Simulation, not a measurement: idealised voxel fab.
The process module that follows is named voxel quadruple lines.
Pictured: cross-section cut, 215 nm wide, on a grid of 5 nm square cells.
Each cross-section below is a grid of square cells, stated as bands in top-down order, with one or more rows of cells making up each band.
Basically the band line says how high the top is and how high the bottom is, in nm, and then what's in it from left to right, every material with its width in nm. Empty space shows up as "air", and if a single material carries "edge to edge" it runs the full band edge to edge.
Heights are reckoned from 0. Under this level, the received wafer is all of one material. The bottommost band is open-ended downward, for example "0..down".
Quick explanation for "30..40": the width changes in equal steps down the rows of cells, from the first number in the band's top row to the second number in its bottom row.
"changes: none", as given for a step, is the statement that not any cell of the cross-section underwent a change during that step.
Closed-off voids of 8+ cells (no open route to the top) go in "Entrapped void list", written width x height at distance from the left edge, in nm.
Formally, on a step line, whatever follows the settings is a remark that the simulator itself makes on the step.
overlay nm: step with mask; distance mask lay right of planned place; negative value = left of planned place.
**Steps in the process plan**
1: RECEIVE with material Si
2: CONFORMAL_DEP with material Al2O3, thk nm 5
3: DIRECTIONAL_DEP with material TiN, thk nm 15
4: DIRECTIONAL_DEP with material polySi, thk nm 15
5: DIRECTIONAL_DEP with material aC, thk nm 20
6: PATTERN with tone cover, mask id MANDREL, material resist, width nm 20, thk nm 30, overlay nm 0
7: DIRECTIONAL_ETCH with etch materials aC, depth nm 20
8: STRIP with etch materials resist
9: CONFORMAL_DEP with material SiO2, thk nm 10
10: DIRECTIONAL_ETCH with etch materials SiO2, depth nm 10
11: STRIP with etch materials aC
12: DIRECTIONAL_ETCH with etch materials polySi, depth nm 15
13: STRIP with etch materials SiO2
14: CONFORMAL_DEP with material SiCN, thk nm 5
15: DIRECTIONAL_ETCH with etch materials SiCN, depth nm 5
16: STRIP with etch materials polySi
17: DIRECTIONAL_ETCH with etch materials TiN, depth nm 15
18: STRIP with etch materials SiCN
**Wafer cross-section on receipt, i.e. after step 1**
- 0..down | Si edge to edge
- Entrapped void list: none
**Result of the module, cross-sectioned: start per above, plan per above, one error in how it was run**
- 25..10 | air 80 nm; TiN 5 nm; air 10 nm; TiN 5 nm; air 10 nm; TiN 5 nm; air 10 nm; TiN 5 nm; air 85 nm
- 10..5 | TiN edge to edge
- 5..0 | Al2O3 edge to edge
- 0..down | Si edge to edge
- Entrapped void list: none
Deviation from plan: it should be noted that step 3 was executed with settings other than those planned, the operation and settings actually applied being DIRECTIONAL_DEP with material TiN, thk nm 20
